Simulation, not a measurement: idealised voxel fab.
This section sets out a process module, namely voxel capacitor over wiring.
Section shown: cut. Width: 200 nm. Cell size: 5 nm, square.
Format of a cross-section: grid, square cells. Given as bands. Order: top down. Band: one or more rows of cells. Top, bottom (nm), then materials left to right with widths (nm); lone material tagged "edge to edge" fills the whole band edge to edge; "air" = empty space. Height is counted from the level 0, under which the received wafer is composed throughout of one material. The lowest of the bands is not closed at the bottom but continues downward, in the notation "0 nm and below". The expression "30 to 40" gives the width at the extremes of the band, the first number at its top row of cells and the second at its bottom row, with the width changing by equal amounts from each row to the next in between. Where the words "changes: none" appear for a step, the cross-section shows no cell changed by that step; every cell remained as before. In "Closed void table" the enclosed voids are listed, meaning empty spaces of 8 cells or larger without any opening to the top. The form is width x height at distance, distance from the left edge, units nm. Post-settings text on a step line: simulator's own remark regarding the step. Among the settings permitted on a step's line is "overlay nm"; applied to a step with a mask, it specifies the extent to which the mask lay to the right of its planned position, whereas a negative figure signifies a position to the left.

Process steps - plan
- 1: RECEIVE: material Si
- 2: CONFORMAL_DEP: material SiO2, thk nm 15
- 3: DIRECTIONAL_DEP: material TiN, thk nm 5
- 4: DIRECTIONAL_DEP: material Ru, thk nm 25
- 5: PATTERN: tone cover, mask id METAL_1, material resist, width nm 25, pitch nm 85, thk nm 20, overlay nm 0
- 6: DIRECTIONAL_ETCH: etch materials Ru, depth nm 25
- 7: DIRECTIONAL_ETCH: etch materials TiN, depth nm 5
- 8: STRIP: etch materials resist
- 9: FILL_DEP: material SiO2, thk nm 10
- 10: CMP: height nm 45
- 11: CONFORMAL_DEP: material SiCN, thk nm 5
- 12: DIRECTIONAL_DEP: material lowk, thk nm 20
- 13: MASKED_ETCH: tone open, mask id PLUG_1, width nm 15, etch materials lowk, depth nm 20, overlay nm 0
- 14: MASKED_ETCH: tone open, mask id PLUG_1, width nm 15, etch materials SiCN, depth nm 5, overlay nm 0
- 15: EPI: material Ru, thk nm 10
- 16: EPI: material Ru, thk nm 10
- 17: EPI: material Ru, thk nm 5
- 18: DIRECTIONAL_DEP: material TiN, thk nm 10
- 19: DIRECTIONAL_DEP: material HfO2, thk nm 5
- 20: DIRECTIONAL_DEP: material TiN, thk nm 10
- 21: DIRECTIONAL_DEP: material aC, thk nm 10
- 22: PATTERN: tone cover, mask id UPPER_PLATE, material resist, width nm 65, thk nm 30, overlay nm 0
- 23: DIRECTIONAL_ETCH: etch materials aC, depth nm 10
- 24: STRIP: etch materials resist
- 25: DIRECTIONAL_ETCH: etch materials TiN, depth nm 10
- 26: DIRECTIONAL_ETCH: etch materials HfO2, depth nm 5
- 27: STRIP: etch materials aC
- 28: DIRECTIONAL_DEP: material aC, thk nm 15
- 29: PATTERN: tone cover, mask id LOWER_PLATE, material resist, width nm 75, thk nm 35, overlay nm 0
- 30: DIRECTIONAL_ETCH: etch materials aC, depth nm 15
- 31: STRIP: etch materials resist
- 32: DIRECTIONAL_ETCH: etch materials TiN, depth nm 10
- 33: STRIP: etch materials aC
- 34: FILL_DEP: material SiO2, thk nm 20
- 35: CMP: height nm 110
- 36: PATTERN: tone open, mask id PLUG_2, material resist, width nm 15, thk nm 15, overlay nm 0
- 37: DIRECTIONAL_ETCH: etch materials SiO2, depth nm 15
- 38: STRIP: etch materials resist
- 39: CONFORMAL_DEP: material TiN, thk nm 5
- 40: FILL_DEP: material Ru, thk nm 10
- 41: CMP: height nm 110
- 42: CONFORMAL_DEP: material SiN, thk nm 5
Keep in mind the plan's value for the width nm of step 36 comes from the first wafer; the wafers don't share that setting, but they do share the same starting point.

Step 1 complete: as-received cross-section of the first of several wafers
0 nm and below: Si edge to edge
Closed void table: none

Cross-section of the first of several wafers, taken after step 42, where the module ends
115 nm to 110 nm: SiN edge to edge
110 nm to 100 nm: SiO2 (65) | TiN (5) | Ru (5) | TiN (5) | SiO2 (120)
100 nm to 95 nm: SiO2 (65) | TiN (15) | SiO2 (120)
95 nm to 85 nm: SiO2 (55) | TiN (65) | SiO2 (80)
85 nm to 80 nm: SiO2 (55) | HfO2 (65) | SiO2 (80)
80 nm to 70 nm: SiO2 (50) | TiN (75) | SiO2 (75)
70 nm to 50 nm: lowk (55) | Ru (15) | lowk (130)
50 nm to 45 nm: SiCN (55) | Ru (15) | SiCN (130)
45 nm to 20 nm: SiO2 (45) | Ru (25) | SiO2 (60) | Ru (25) | SiO2 (45)
20 nm to 15 nm: SiO2 (45) | TiN (25) | SiO2 (60) | TiN (25) | SiO2 (45)
15 nm to 0 nm: SiO2 edge to edge
0 nm and below: Si edge to edge
Closed void table: none

So this is the cross-section on the last wafer at the end of the module
115 nm to 110 nm: SiN edge to edge
110 nm to 100 nm: SiO2 (60) | TiN (5) | Ru (20) | TiN (5) | SiO2 (110)
100 nm to 95 nm: SiO2 (60) | TiN (30) | SiO2 (110)
95 nm to 85 nm: SiO2 (55) | TiN (65) | SiO2 (80)
85 nm to 80 nm: SiO2 (55) | HfO2 (65) | SiO2 (80)
80 nm to 70 nm: SiO2 (50) | TiN (75) | SiO2 (75)
70 nm to 50 nm: lowk (55) | Ru (15) | lowk (130)
50 nm to 45 nm: SiCN (55) | Ru (15) | SiCN (130)
45 nm to 20 nm: SiO2 (45) | Ru (25) | SiO2 (60) | Ru (25) | SiO2 (45)
20 nm to 15 nm: SiO2 (45) | TiN (25) | SiO2 (60) | TiN (25) | SiO2 (45)
15 nm to 0 nm: SiO2 edge to edge
0 nm and below: Si edge to edge
Closed void table: none

Here is how to read the rows: every wafer has a row, and it shows the wafer at the end of the module, giving for each material how many cells were gained (+) or lost (-) since the wafer was received, then listing its closed voids
width nm 15; +13 HfO2; +67 Ru; +37 SiCN; +40 SiN; +542 SiO2; +73 TiN; +148 lowk; Closed void table: none
width nm 20; +13 HfO2; +69 Ru; +37 SiCN; +40 SiN; +539 SiO2; +74 TiN; +148 lowk; Closed void table: none
width nm 25; +13 HfO2; +71 Ru; +37 SiCN; +40 SiN; +536 SiO2; +75 TiN; +148 lowk; Closed void table: none
width nm 30; +13 HfO2; +73 Ru; +37 SiCN; +40 SiN; +533 SiO2; +76 TiN; +148 lowk; Closed void table: none
